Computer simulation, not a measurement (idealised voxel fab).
The following is a process module called voxel self aligned contacts.
The width of the displayed cross-section, cut, is 255 nm; its cells are square, with a size of 5 nm.
Bands, listed from the top down, are how a cross-section gets written in this document; the cross-section itself is a grid of square cells, and a band is one or more rows of them. What a band's entry tells you: where the top is and where the bottom is, as heights in nm, and after that what lies inside, material by material from left to right, each with its width in nm. Empty space is written as the word "empty", and a single material marked with the word "throughout" occupies the band from edge to edge. A quick word on heights: they are counted from 0, and under that level the wafer as it came to us is one material throughout. The lowest band is different from the rest in having no bottom; it simply continues downward, written as in "top 0, no bottom". Width spec "30->40" -> top row of cells at first value, bottom row at second value, equal per-row change in between. Where the words "remains unaltered" appear for a step, the cross-section shows no cell changed by that step; every cell remained as before. Entry "Internal closed voids" = empty spaces >= 8 cells with no open way to the top; each as width x height at distance, distance from left edge, all nm. It should be noted that, on the line of a given step, the content following the step's settings is a remark produced by the simulator itself with respect to that step. When a step includes a mask, the "overlay nm" setting on its line states how far to the right of its planned place that mask lay, and negative values state how far to the left.

The process steps that were planned are listed below:
step 1: RECEIVE with material Si
step 2: CONFORMAL_DEP with material SiO2, thk nm 5
step 3: DIRECTIONAL_DEP with material polySi, thk nm 25
step 4: DIRECTIONAL_DEP with material SiN, thk nm 25
step 5: PATTERN with tone cover, mask id GATE, material resist, width nm 25, pitch nm 60, thk nm 15, overlay nm 0
step 6: DIRECTIONAL_ETCH with etch materials SiN, depth nm 25
step 7: DIRECTIONAL_ETCH with etch materials polySi, depth nm 25
step 8: STRIP with etch materials resist
step 9: CONFORMAL_DEP with material SiN, thk nm 10
step 10: DIRECTIONAL_ETCH with etch materials SiN, depth nm 10
step 11: FILL_DEP with material SiO2, thk nm 15
step 12: CMP with height nm 60
step 13: PATTERN with tone open, mask id CONTACT, material resist, width nm 45, thk nm 15, overlay nm 0
step 14: DIRECTIONAL_ETCH with etch materials SiO2, depth nm 60
step 15: STRIP with etch materials resist
step 16: CONFORMAL_DEP with material TiN, thk nm 5
step 17: FILL_DEP with material Ru, thk nm 5
step 18: CMP with height nm 60
step 19: CONFORMAL_DEP with material SiCN, thk nm 5

The cross-section here shows the wafer as received, i.e. in its state after step 1:
* top 0, no bottom: Si throughout
* Internal closed voids: none

Run as planned - first of the two wafers cross-sectioned at the end of the module:
* top 65, bottom 60: SiCN throughout
* top 60, bottom 55: SiO2=105; TiN=20; Ru=5; TiN=20; SiO2=105
* top 55, bottom 30: SiO2=75; SiN=45; TiN=5; Ru=5; TiN=5; SiN=45; SiO2=75
* top 30, bottom 5: SiO2=75; SiN=10; polySi=25; SiN=10; TiN=5; Ru=5; TiN=5; SiN=10; polySi=25; SiN=10; SiO2=75
* top 5, bottom 0: SiO2=120; TiN=15; SiO2=120
* top 0, no bottom: Si throughout
* Internal closed voids: none

Here's the second of our two wafers sectioned at module end. Same start as the first, same plan, but one mistake got made running it:
* top 65, bottom 60: SiCN throughout
* top 60, bottom 50: SiO2=105; TiN=5->20; Ru=35->5; TiN=5->20; SiO2=105
* top 50, bottom 25: SiO2=75; SiN=45; TiN=5; Ru=5; TiN=5; SiN=45; SiO2=75
* top 25, bottom 5: SiO2=75; SiN=10; polySi=25; SiN=10; TiN=5; Ru=5; TiN=5; SiN=10; polySi=25; SiN=10; SiO2=75
* top 5, bottom 0: SiO2=75; SiN=10; polySi=25; SiN=10; TiN=15; SiN=10; polySi=25; SiN=10; SiO2=75
* top 0, no bottom: Si throughout
* Internal closed voids: none
Deviation noted in wafer processing: execution of step 2 of the plan did not take place, the step having been omitted
Heads up, by the end the second wafer has more or fewer cells of some materials compared to the first: Ru: 6 more, SiO2: 6 fewer
